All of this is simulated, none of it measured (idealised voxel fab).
Process module, titled voxel ribs on slabs
Square cell edge 5 nm, section width 150 nm, ID cut.
The cross-sections in this document take the form of a grid made of square cells. They are written out as bands, in order from top to bottom. Each band consists of one or more rows of cells. The entry gives the band's vertical extent as a top height and a bottom height in nm, then its horizontal make-up as materials from left to right, each with a width in nm. "empty" stands for empty space; a single material marked "everywhere" fills the band edge to edge. Note: height 0 marks the level under which the wafer is uniformly one material as received. Lowest band unbounded below, written "0..down". So if you see something like "30..40" for the width, read it as the top row of the band sitting at the first number and the bottom row at the second, with every row in between moving by the same amount as the last. Key: "nothing different" - step with no changed cell in the cross-section. The label "Internal closed voids" introduces a list of the empty spaces, 8 cells or larger, that have no open way up to the top; each entry in it reads width x height at distance, where the distance is taken from the left edge and all three are stated in nm. after a step's settings: what the simulator itself notes on the step. Each step line may optionally specify "overlay nm", which for a step with a mask gives the rightward distance between the mask's planned place and where it lay, a negative value indicating the leftward direction.

**Process steps foreseen in the plan**
1) RECEIVE with material Si
2) DIRECTIONAL_DEP with material SiO2, thk nm 20
3) DIRECTIONAL_DEP with material SiN, thk nm 25
4) PATTERN with tone cover, mask id RIB, material resist, width nm 30, thk nm 20, overlay nm 0
5) DIRECTIONAL_ETCH with etch materials SiN, depth nm 10
6) STRIP with etch materials resist
7) PATTERN with tone cover, mask id SLAB, material resist, width nm 80, thk nm 20, overlay nm 0
8) DIRECTIONAL_ETCH with etch materials SiN, depth nm 15
9) STRIP with etch materials resist
10) FILL_DEP with material SiO2, thk nm 30
11) CMP with height nm 65
12) DIRECTIONAL_DEP with material W, thk nm 5
13) MASKED_ETCH with tone cover, mask id HEATER, width nm 40, etch materials W, depth nm 5, overlay nm 0
14) CONFORMAL_DEP with material SiO2, thk nm 5

**So this is the incoming wafer in cross-section - it's already been through step 1**
- 0..down: Si everywhere
- Internal closed voids: none

**Run as planned - first of the two wafers cross-sectioned at the end of the module**
- 75..70: empty: 50; SiO2: 50; empty: 50
- 70..65: SiO2: 55; W: 40; SiO2: 55
- 65..45: SiO2 everywhere
- 45..35: SiO2: 60; SiN: 30; SiO2: 60
- 35..20: SiO2: 35; SiN: 80; SiO2: 35
- 20..0: SiO2 everywhere
- 0..down: Si everywhere
- Internal closed voids: none

**Presented here is a cross-section of the second of the two wafers as it stood at the end of the module. It was started in the same manner and assigned the same plan as the first wafer; however, one mistake was made in its execution**
- 75..70: empty: 50; SiO2: 50; empty: 50
- 70..65: SiO2: 55; W: 40; SiO2: 55
- 65..45: SiO2 everywhere
- 45..35: SiO2: 60; SiN: 30; SiO2: 60
- 35..20: SiO2: 45; SiN: 80; SiO2: 25
- 20..0: SiO2 everywhere
- 0..down: Si everywhere
- Internal closed voids: none
Nonconformance to the process plan: step 7 ran with different settings than intended, the actual operation and settings being PATTERN with tone cover, mask id SLAB, material resist, width nm 80, thk nm 20, overlay nm 10
Final state: per-material cell counts identical on both wafers; locations differ.
